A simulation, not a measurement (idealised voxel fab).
This section sets out a process module, namely voxel wiring stack.
The figure presents cross-section cut, which has a width of 205 nm and is divided into square cells with an edge length of 5 nm.
The cross-sections in this document take the form of a grid made of square cells. They are written out as bands, in order from top to bottom. Each band consists of one or more rows of cells. First you get the band's top height and its bottom height, in nm, and then the materials it's made of, left to right, with each width in nm. If you see a single material with "edge to edge", that one covers the band edge to edge. "empty" is empty space. Below 0: as-received wafer, all one material; heights counted from there. Lowest band: no bottom, goes on down, written "0..down". You'd read "30->40" like this: the band's top row of cells is as wide as the first number, its bottom row is as wide as the second, and going down, every row changes width by the same amount as the row before did. Where a step carries "no change", the cross-section came out of it unchanged, cell for cell. The entry titled "Fully closed voids" provides the empty spaces that have no open way to the top, restricted to those of 8 cells or more. Each is presented as width x height at distance, the distance being measured from the left edge, with all three in nm. Whatever follows a step's settings on its line is a remark the simulator itself makes about that step. When a step includes a mask, the "overlay nm" setting on its line states how far to the right of its planned place that mask lay, and negative values state how far to the left.

## List of planned process steps
1. RECEIVE,material Si
2. CONFORMAL_DEP,material SiO2,thk nm 10
3. DIRECTIONAL_DEP,material TiN,thk nm 5
4. DIRECTIONAL_DEP,material Ru,thk nm 15
5. DIRECTIONAL_DEP,material aC,thk nm 15
6. PATTERN,tone cover,mask id METAL_1,material resist,width nm 30,pitch nm 60,thk nm 35,overlay nm 0
7. DIRECTIONAL_ETCH,etch materials aC,depth nm 15
8. STRIP,etch materials resist
9. DIRECTIONAL_ETCH,etch materials Ru,depth nm 15
10. DIRECTIONAL_ETCH,etch materials TiN,depth nm 5
11. STRIP,etch materials aC
12. FILL_DEP,material lowk,thk nm 5
13. CMP,height nm 30
14. CONFORMAL_DEP,material SiCN,thk nm 5
15. DIRECTIONAL_DEP,material lowk,thk nm 25
16. PATTERN,tone open,mask id METAL_2,material resist,width nm 30,pitch nm 60,thk nm 20,overlay nm 0
17. DIRECTIONAL_ETCH,etch materials lowk,depth nm 15
18. STRIP,etch materials resist
19. PATTERN,tone open,mask id METAL_2_HOLES,material resist,width nm 15,pitch nm 60,thk nm 20,overlay nm 0
20. DIRECTIONAL_ETCH,etch materials lowk,depth nm 10
21. DIRECTIONAL_ETCH,etch materials SiCN,depth nm 5
22. STRIP,etch materials resist
23. CONFORMAL_DEP,material TiN,thk nm 5
24. FILL_DEP,material Ru,thk nm 5
25. CMP,height nm 60
26. CONFORMAL_DEP,material SiCN,thk nm 5
27. DIRECTIONAL_DEP,material SiO2,thk nm 10
28. PATTERN,tone open,mask id PLUG_2,material resist,width nm 15,pitch nm 60,thk nm 20,overlay nm 0
29. DIRECTIONAL_ETCH,etch materials SiO2,depth nm 10
30. DIRECTIONAL_ETCH,etch materials SiCN,depth nm 5
31. STRIP,etch materials resist
32. CONFORMAL_DEP,material TiN,thk nm 5
33. FILL_DEP,material W,thk nm 5
34. CMP,height nm 75
35. CONFORMAL_DEP,material SiN,thk nm 5
36. DIRECTIONAL_DEP,material lowk,thk nm 20
37. DIRECTIONAL_DEP,material aC,thk nm 15
38. PATTERN,tone open,mask id METAL_3,material resist,width nm 30,pitch nm 60,thk nm 30,overlay nm 0
39. DIRECTIONAL_ETCH,etch materials aC,depth nm 15
40. STRIP,etch materials resist
41. DIRECTIONAL_ETCH,etch materials lowk,depth nm 20
42. DIRECTIONAL_ETCH,etch materials SiN,depth nm 5
43. STRIP,etch materials aC
44. CONFORMAL_DEP,material TiN,thk nm 5
45. FILL_DEP,material Ru,thk nm 5
46. CMP,height nm 100
47. CONFORMAL_DEP,material SiN,thk nm 5

## Cross-section, incoming material, after step 1
  0..down  Si edge to edge
  Fully closed voids: none

## First of two wafers: cross-section at end of module, run per plan
  105..100  SiN edge to edge
  100..80  55 lowk  5 TiN  20 Ru  5 TiN  30 lowk  5 TiN  20 Ru  5 TiN  60 lowk
  80..75  55 SiN  30 TiN  30 SiN  30 TiN  60 SiN
  75..65  55 SiO2  5 TiN  5 W  5 TiN  45 SiO2  5 TiN  5 W  5 TiN  75 SiO2
  65..60  55 SiCN  15 TiN  45 SiCN  15 TiN  75 SiCN
  60..50  55 lowk  5 TiN  20 Ru  5 TiN  30 lowk  5 TiN  20 Ru  5 TiN  60 lowk
  50..45  55 lowk  5 TiN  5 Ru  20 TiN  30 lowk  5 TiN  5 Ru  20 TiN  60 lowk
  45..35  55 lowk  5 TiN  5 Ru  5 TiN  45 lowk  5 TiN  5 Ru  5 TiN  75 lowk
  35..30  55 SiCN  15 TiN  45 SiCN  15 TiN  75 SiCN
  30..15  55 lowk  30 Ru  30 lowk  30 Ru  60 lowk
  15..10  55 lowk  30 TiN  30 lowk  30 TiN  60 lowk
  10..0  SiO2 edge to edge
  0..down  Si edge to edge
  Fully closed voids: none

## Cross-section at end of module for the second wafer of two, which matched the first in starting point and plan and differed by one mistake in its processing
  105..100  SiN edge to edge
  100..80  55 lowk  5 TiN  20 Ru  5 TiN  30 lowk  5 TiN  20 Ru  5 TiN  60 lowk
  80..75  55 SiN  30 TiN  30 SiN  30 TiN  60 SiN
  75..65  55 SiO2  5 TiN  5 W  5 TiN  45 SiO2  5 TiN  5 W  5 TiN  75 SiO2
  65..55  55 SiCN  15 TiN  45 SiCN  15 TiN  75 SiCN
  55..30  lowk edge to edge
  30..15  55 lowk  30 Ru  30 lowk  30 Ru  60 lowk
  15..10  55 lowk  30 TiN  30 lowk  30 TiN  60 lowk
  10..0  SiO2 edge to edge
  0..down  Si edge to edge
  Fully closed voids: none
Plan not followed: so 14 and 15 got swapped relative to the plan, each ran where the other was supposed to
at the end the second wafer has, in cells: Ru: 22 fewer; TiN: 26 fewer; lowk: 48 more
